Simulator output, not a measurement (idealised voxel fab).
process module | voxel self aligned vias
cross-section cut | 270 nm wide | cells 5 nm
A cross-section is a grid of square cells, given in bands from the top down. A band is one or more rows of cells.
Each band's line starts with the height of the band's top and of its bottom, in nm. Then come its materials from left to right, each with its width in nm. One material with "throughout" fills the band from edge to edge. "air" is empty space.
Height 0 is the level under which the wafer as received is all one material. The lowest band goes on downwards, as in "0 down".
A width such as "30 to 40" changes by the same amount from each row of cells to the next, from the band's top row to its bottom row.
"no change" after a step means that no cell of the cross-section changed.
closed voids: empty space of 8 cells or more with no open way to the top, each as width x height at its distance from the left edge, in nm
after a step's settings: what the simulator itself notes on the step
overlay nm, on a step with a mask: how far to the right of its planned place the mask lay; to the left if negative
plan
1 op RECEIVE | material Si
2 op CONFORMAL_DEP | material SiO2 | thk nm 15
3 op CONFORMAL_DEP | material SiCN | thk nm 5
4 op DIRECTIONAL_DEP | material SiO2 | thk nm 25
5 op MASKED_ETCH | tone open | mask id LINES | width nm 30 | pitch nm 80 | etch materials SiO2 | depth nm 25 | overlay nm 0
6 op CONFORMAL_DEP | material TiN | thk nm 5
7 op FILL_DEP | material W | thk nm 10
8 op CMP | height nm 45
9 op SELECTIVE_ETCH | etch materials W Ru TiN | depth nm 10
10 op FILL_DEP | material SiN | thk nm 10
11 op CMP | height nm 45
12 op DIRECTIONAL_DEP | material SiO2 | thk nm 15
13 op PATTERN | tone open | mask id VIAS | material resist | width nm 50 | pitch nm 80 | thk nm 20 | overlay nm 0
14 op DIRECTIONAL_ETCH | etch materials SiO2 | depth nm 15
15 op DIRECTIONAL_ETCH | etch materials SiN | depth nm 10
16 op STRIP | etch materials resist
17 op CONFORMAL_DEP | material TiN | thk nm 5
18 op FILL_DEP | material W | thk nm 10
19 op CMP | height nm 60
20 op CONFORMAL_DEP | material SiCN | thk nm 5
as received, after step 1
  0 down: Si throughout
  closed voids: none
first wafer at the end, as planned
  65 to 60: SiCN throughout
  60 to 50: SiO2 70 | TiN 5 | W 40 | TiN 5 | SiO2 30 | TiN 5 | W 40 | TiN 5 | SiO2 70
  50 to 40: SiO2 70 to 80 | TiN 15 to 5 | W 20 | TiN 15 to 5 | SiO2 30 to 50 | TiN 15 to 5 | W 20 | TiN 15 to 5 | SiO2 70 to 80
  40 to 35: SiO2 80 | TiN 30 | SiO2 50 | TiN 30 | SiO2 80
  35 to 25: SiO2 80 | TiN 5 | W 20 | TiN 5 | SiO2 50 | TiN 5 | W 20 | TiN 5 | SiO2 80
  25 to 20: SiO2 80 | TiN 30 | SiO2 50 | TiN 30 | SiO2 80
  20 to 15: SiCN throughout
  15 to 0: SiO2 throughout
  0 down: Si throughout
  closed voids: none
second wafer at the end: like start, like plan, one mistake
  65 to 60: SiCN throughout
  60 to 45: SiO2 70 | TiN 5 | W 40 | TiN 5 | SiO2 30 | TiN 5 | W 40 | TiN 5 | SiO2 70
  45 to 40: SiN 70 | TiN 5 | W 40 | TiN 5 | SiN 30 | TiN 5 | W 40 | TiN 5 | SiN 70
  40 to 35: SiN 70 | TiN 50 | SiN 30 | TiN 50 | SiN 70
  35 to 15: SiO2 80 | TiN 5 | W 20 | TiN 5 | SiO2 50 | TiN 5 | W 20 | TiN 5 | SiO2 80
  15 to 10: SiO2 80 | TiN 30 | SiO2 50 | TiN 30 | SiO2 80
  10 to 5: SiCN throughout
  5 to 0: SiO2 throughout
  0 down: Si throughout
  closed voids: none
what went wrong: step 2 ran as: op CONFORMAL_DEP | material SiO2 | thk nm 5
at the end the second wafer has, in cells: 68 more of SiN | 108 fewer of SiO2 | 8 more of TiN | 32 more of W
